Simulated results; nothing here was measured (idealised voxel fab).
process module | voxel air gaps
cross-section cut | 290 nm wide | cells 5 nm
A cross-section is a grid of square cells, given in bands from the top down. A band is one or more rows of cells.
Each band's line starts with the height of the band's top and of its bottom, in nm. Then come its materials from left to right, each with its width in nm. One material with "throughout" fills the band from edge to edge. "air" is empty space.
Height 0 is the level under which the wafer as received is all one material. The lowest band goes on downwards, as in "0 down".
A width such as "30 to 40" changes by the same amount from each row of cells to the next, from the band's top row to its bottom row.
"no change" after a step means that no cell of the cross-section changed.
closed voids: empty space of 8 cells or more with no open way to the top, each as width x height at its distance from the left edge, in nm
after a step's settings: what the simulator itself notes on the step
overlay nm, on a step with a mask: how far to the right of its planned place the mask lay; to the left if negative
plan
1 op RECEIVE | material Si
2 op CONFORMAL_DEP | material SiO2 | thk nm 15
3 op CONFORMAL_DEP | material SiN | thk nm 5
4 op DIRECTIONAL_DEP | material SiO2 | thk nm 30
5 op DIRECTIONAL_DEP | material aC | thk nm 10
6 op PATTERN | tone open | mask id LINES | material resist | width nm 15 | pitch nm 45 | thk nm 30 | overlay nm 0
7 op DIRECTIONAL_ETCH | etch materials aC | depth nm 10
8 op STRIP | etch materials resist
9 op DIRECTIONAL_ETCH | etch materials SiO2 | depth nm 30
10 op STRIP | etch materials aC
11 op CONFORMAL_DEP | material TiN | thk nm 5
12 op FILL_DEP | material Ru | thk nm 10
13 op CMP | height nm 50
14 op EPI | material Ru | thk nm 10
15 op SELECTIVE_ETCH | etch materials SiO2 | depth nm 40
16 op CONFORMAL_DEP | material SiN | thk nm 5
as received, after step 1
  0 down: Si throughout
  closed voids: none
a wafer at the end: this start, this plan, one mistake
  65 to 60: air 50 | SiN 190 | air 50
  60 to 50: air 50 | SiN 5 | Ru 180 | SiN 5 | air 50
  50 to 45: air 50 | SiN 15 | TiN 5 | Ru 15 | TiN 5 | SiO2 20 | TiN 5 | Ru 15 | TiN 5 | SiO2 20 | TiN 5 | Ru 15 | TiN 5 | SiO2 20 | TiN 5 | Ru 15 | TiN 5 | SiN 15 | air 50
  45 to 25: air 60 | SiN 5 | TiN 5 | Ru 15 | TiN 5 | SiO2 20 | TiN 5 | Ru 15 | TiN 5 | SiO2 20 | TiN 5 | Ru 15 | TiN 5 | SiO2 20 | TiN 5 | Ru 15 | TiN 5 | SiN 5 | air 60
  25 to 20: SiN 65 | TiN 25 | SiO2 20 | TiN 25 | SiO2 20 | TiN 25 | SiO2 20 | TiN 25 | SiN 65
  20 to 15: SiN throughout
  15 to 0: SiO2 throughout
  0 down: Si throughout
  closed voids: none
what went wrong: step 6 ran as: op PATTERN | tone open | mask id LINES | material resist | width nm 25 | pitch nm 45 | thk nm 30 | overlay nm 0
